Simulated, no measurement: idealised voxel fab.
Process module name: voxel air gaps
The figure presents cross-section cut, which has a width of 215 nm and is divided into square cells with an edge length of 5 nm.
Heads up, the way a cross-section reads in here is a grid of square cells, handed over as bands from the top down, with every band being one or more rows of cells.
The band entry comprises the height of the band's top followed by the height of its bottom, expressed in nm, and subsequently the band's materials from left to right, each stated together with its width in nm. Where a single material is marked with the word "all across", that material fills the band from edge to edge. The word "blank" represents empty space.
Below 0: as-received wafer, all one material; heights counted from there. Lowest band: no bottom, goes on down, written "top 0, no bottom".
Note: "30..40" means the width goes from the first number (top row of the band) to the second number (bottom row) in equal steps per row of cells.
No cell of the cross-section changed in a step that is given as "no alteration".
"Enclosed void inventory": sealed empty spaces, 8 cells or more, no open way to top, listed width x height at distance, with distance from the left edge and width, height and distance in nm.
The remark found on a step's line after its settings is issued by the simulator itself and pertains to that step.
"overlay nm" on a masked step: distance the mask lay right of its planned place, negative for left.
Everything after this point is organized in pairs: a cross-section before one process step, a cross-section after it that shows only as deep as the lowest changed band, and, under the pair, the intervening step with its settings. Because different runs of this module on the same starting wafer can supply different pairs, a pair continues from the pair above it only if its entry headed "Pre-process state" says so.
# Pre-process state
	top 50, bottom 20: 50 lowk  5 TiN  5 Ru  5 TiN  30 lowk  5 TiN  5 Ru  5 TiN  30 lowk  5 TiN  5 Ru  5 TiN  60 lowk
	top 20, bottom 15: 50 lowk  15 TiN  30 lowk  15 TiN  30 lowk  15 TiN  60 lowk
	top 15, bottom 10: SiN all across
	top 10, bottom 0: SiO2 all across
	top 0, no bottom: Si all across
	Enclosed void inventory: none
# Sectional Result
	top 60, bottom 50: 40 blank  35 Ru  10 blank  35 Ru  10 blank  35 Ru  50 blank
	Whatever lies below 50 is exactly as it was before.
	Enclosed void inventory: none
Step, pre vs post cross-sections above: EPI with material Ru, thk nm 10
Pre-process state: after-state, pair directly above.
# Sectional Result
	top 60, bottom 50: 40 blank  35 Ru  10 blank  35 Ru  10 blank  35 Ru  50 blank
	top 50, bottom 20: 50 blank  5 TiN  5 Ru  5 TiN  30 blank  5 TiN  5 Ru  5 TiN  30 blank  5 TiN  5 Ru  5 TiN  60 blank
	top 20, bottom 15: 50 blank  15 TiN  30 blank  15 TiN  30 blank  15 TiN  60 blank
	Whatever lies below 15 is exactly as it was before.
	Enclosed void inventory: none
Step, pre vs post cross-sections above: SELECTIVE_ETCH with etch materials lowk, depth nm 45
Pre-process state: after-state, pair directly above.
# Sectional Result
	top 65, bottom 60: 35 blank  135 SiN  45 blank
	top 60, bottom 50: 35 blank  5 SiN  35 Ru  10 SiN  35 Ru  10 SiN  35 Ru  5 SiN  45 blank
	top 50, bottom 45: 35 blank  15 SiN  5 TiN  5 Ru  5 TiN  30 SiN  5 TiN  5 Ru  5 TiN  30 SiN  5 TiN  5 Ru  5 TiN  15 SiN  45 blank
	top 45, bottom 20: 45 blank  5 SiN  5 TiN  5 Ru  5 TiN  5 SiN  20 blank  5 SiN  5 TiN  5 Ru  5 TiN  5 SiN  20 blank  5 SiN  5 TiN  5 Ru  5 TiN  5 SiN  55 blank
	top 20, bottom 15: 50 SiN  15 TiN  30 SiN  15 TiN  30 SiN  15 TiN  60 SiN
	Whatever lies below 15 is exactly as it was before.
	Enclosed void inventory: 20 x 25 at 70; 20 x 25 at 115
Step, pre vs post cross-sections above: CONFORMAL_DEP with material SiN, thk nm 5
# Pre-process state
	top 15, bottom 10: SiN all across
	top 10, bottom 0: SiO2 all across
	top 0, no bottom: Si all across
	Enclosed void inventory: none
# Sectional Result
	top 50, bottom 15: Ru all across
	Whatever lies below 15 is exactly as it was before.
	Enclosed void inventory: none
Step, pre vs post cross-sections above: DIRECTIONAL_DEP with material Ru, thk nm 35
Pre-process state: after-state, pair directly above.
# Sectional Result
	top 65, bottom 50: aC all across
	Whatever lies below 50 is exactly as it was before.
	Enclosed void inventory: none
Step, pre vs post cross-sections above: DIRECTIONAL_DEP with material aC, thk nm 15
Pre-process state: after-state, pair directly above.
# Sectional Result
	top 100, bottom 65: 55 resist  15 blank  30 resist  15 blank  30 resist  15 blank  55 resist
	Whatever lies below 65 is exactly as it was before.
	Enclosed void inventory: none
Step, pre vs post cross-sections above: PATTERN with tone open, mask id LINES, material resist, width nm 15, pitch nm 45, thk nm 35, overlay nm 0
Pre-process state: after-state, pair directly above.
# Sectional Result
	top 85, bottom 65: 55 resist  15 blank  30 resist  15 blank  30 resist  15 blank  55 resist
	top 65, bottom 50: 55 aC  15 blank  30 aC  15 blank  30 aC  15 blank  55 aC
	Whatever lies below 50 is exactly as it was before.
	Enclosed void inventory: none
Step, pre vs post cross-sections above: DIRECTIONAL_ETCH with etch materials aC, depth nm 15
Pre-process state: after-state, pair directly above.
# Sectional Result
	top 65, bottom 50: 55 aC  15 blank  30 aC  15 blank  30 aC  15 blank  55 aC
	Whatever lies below 50 is exactly as it was before.
	Enclosed void inventory: none
Step, pre vs post cross-sections above: STRIP with etch materials resist
Pre-process state: after-state, pair directly above.
# Sectional Result
	top 50, bottom 15: Ru all across
	Whatever lies below 15 is exactly as it was before.
	Enclosed void inventory: none
Step, pre vs post cross-sections above: STRIP with etch materials aC
Pre-process state: after-state, pair directly above.
# Sectional Result
	top 55, bottom 50: TiN all across
	Whatever lies below 50 is exactly as it was before.
	Enclosed void inventory: none
Step, pre vs post cross-sections above: CONFORMAL_DEP with material TiN, thk nm 5
Pre-process state: after-state, pair directly above.
# Sectional Result
	top 65, bottom 55: Ru all across
	Whatever lies below 55 is exactly as it was before.
	Enclosed void inventory: none
Step, pre vs post cross-sections above: FILL_DEP with material Ru, thk nm 10
Pre-process state: after-state, pair directly above.
# Sectional Result
	top 50, bottom 15: Ru all across
	Whatever lies below 15 is exactly as it was before.
	Enclosed void inventory: none
Step, pre vs post cross-sections above: CMP with height nm 50
Pre-process state: after-state, pair directly above.
# Sectional Result
	top 60, bottom 15: Ru all across
	Whatever lies below 15 is exactly as it was before.
	Enclosed void inventory: none
Step, pre vs post cross-sections above: EPI with material Ru, thk nm 10
Pre-process state: after-state, pair directly above.
# Sectional Result
	top 65, bottom 60: SiN all across
	Whatever lies below 60 is exactly as it was before.
	Enclosed void inventory: none
Step, pre vs post cross-sections above: CONFORMAL_DEP with material SiN, thk nm 5
# Pre-process state
	top 65, bottom 50: aC all across
	top 50, bottom 15: lowk all across
	top 15, bottom 10: SiN all across
	top 10, bottom 0: SiO2 all across
	top 0, no bottom: Si all across
	Enclosed void inventory: none
# Sectional Result
	top 100, bottom 65: 55 blank  15 resist  30 blank  15 resist  30 blank  15 resist  55 blank
	Whatever lies below 65 is exactly as it was before.
	Enclosed void inventory: none
Step, pre vs post cross-sections above: PATTERN with tone cover, mask id LINES, material resist, width nm 15, pitch nm 45, thk nm 35, overlay nm 0
Pre-process state: after-state, pair directly above.
# Sectional Result
	top 85, bottom 65: 55 blank  15 resist  30 blank  15 resist  30 blank  15 resist  55 blank
	top 65, bottom 50: 55 blank  15 aC  30 blank  15 aC  30 blank  15 aC  55 blank
	Whatever lies below 50 is exactly as it was before.
	Enclosed void inventory: none
Step, pre vs post cross-sections above: DIRECTIONAL_ETCH with etch materials aC, depth nm 15
Pre-process state: after-state, pair directly above.
# Sectional Result
	top 65, bottom 50: 55 blank  15 aC  30 blank  15 aC  30 blank  15 aC  55 blank
	Whatever lies below 50 is exactly as it was before.
	Enclosed void inventory: none
Step, pre vs post cross-sections above: STRIP with etch materials resist
Pre-process state: after-state, pair directly above.
# Sectional Result
	top 65, bottom 50: 55 blank  15 aC  30 blank  15 aC  30 blank  15 aC  55 blank
	top 50, bottom 15: 55 blank  15 lowk  30 blank  15 lowk  30 blank  15 lowk  55 blank
	Whatever lies below 15 is exactly as it was before.
	Enclosed void inventory: none
Step, pre vs post cross-sections above: DIRECTIONAL_ETCH with etch materials lowk, depth nm 35
Pre-process state: after-state, pair directly above.
# Sectional Result
	top 50, bottom 15: 55 blank  15 lowk  30 blank  15 lowk  30 blank  15 lowk  55 blank
	Whatever lies below 15 is exactly as it was before.
	Enclosed void inventory: none
Step, pre vs post cross-sections above: STRIP with etch materials aC
Pre-process state: after-state, pair directly above.
# Sectional Result
	top 55, bottom 50: 50 blank  25 TiN  20 blank  25 TiN  20 blank  25 TiN  50 blank
	top 50, bottom 20: 50 blank  5 TiN  15 lowk  5 TiN  20 blank  5 TiN  15 lowk  5 TiN  20 blank  5 TiN  15 lowk  5 TiN  50 blank
	top 20, bottom 15: 55 TiN  15 lowk  30 TiN  15 lowk  30 TiN  15 lowk  55 TiN
	Whatever lies below 15 is exactly as it was before.
	Enclosed void inventory: none
Step, pre vs post cross-sections above: CONFORMAL_DEP with material TiN, thk nm 5
Pre-process state: after-state, pair directly above.
# Sectional Result
	top 65, bottom 55: Ru all across
	top 55, bottom 50: 50 Ru  25 TiN  20 Ru  25 TiN  20 Ru  25 TiN  50 Ru
	top 50, bottom 20: 50 Ru  5 TiN  15 lowk  5 TiN  20 Ru  5 TiN  15 lowk  5 TiN  20 Ru  5 TiN  15 lowk  5 TiN  50 Ru
	Whatever lies below 20 is exactly as it was before.
	Enclosed void inventory: none
Step, pre vs post cross-sections above: FILL_DEP with material Ru, thk nm 10
Pre-process state: after-state, pair directly above.
# Sectional Result
	top 50, bottom 20: 50 Ru  5 TiN  15 lowk  5 TiN  20 Ru  5 TiN  15 lowk  5 TiN  20 Ru  5 TiN  15 lowk  5 TiN  50 Ru
	Whatever lies below 20 is exactly as it was before.
	Enclosed void inventory: none
Step, pre vs post cross-sections above: CMP with height nm 50
Pre-process state: after-state, pair directly above.
# Sectional Result
	top 60, bottom 50: Ru all across
	Whatever lies below 50 is exactly as it was before.
	Enclosed void inventory: none
Step, pre vs post cross-sections above: EPI with material Ru, thk nm 10
Pre-process state: after-state, pair directly above.
# Sectional Result
	top 65, bottom 60: SiN all across
	Whatever lies below 60 is exactly as it was before.
	Enclosed void inventory: none
Step, pre vs post cross-sections above: CONFORMAL_DEP with material SiN, thk nm 5
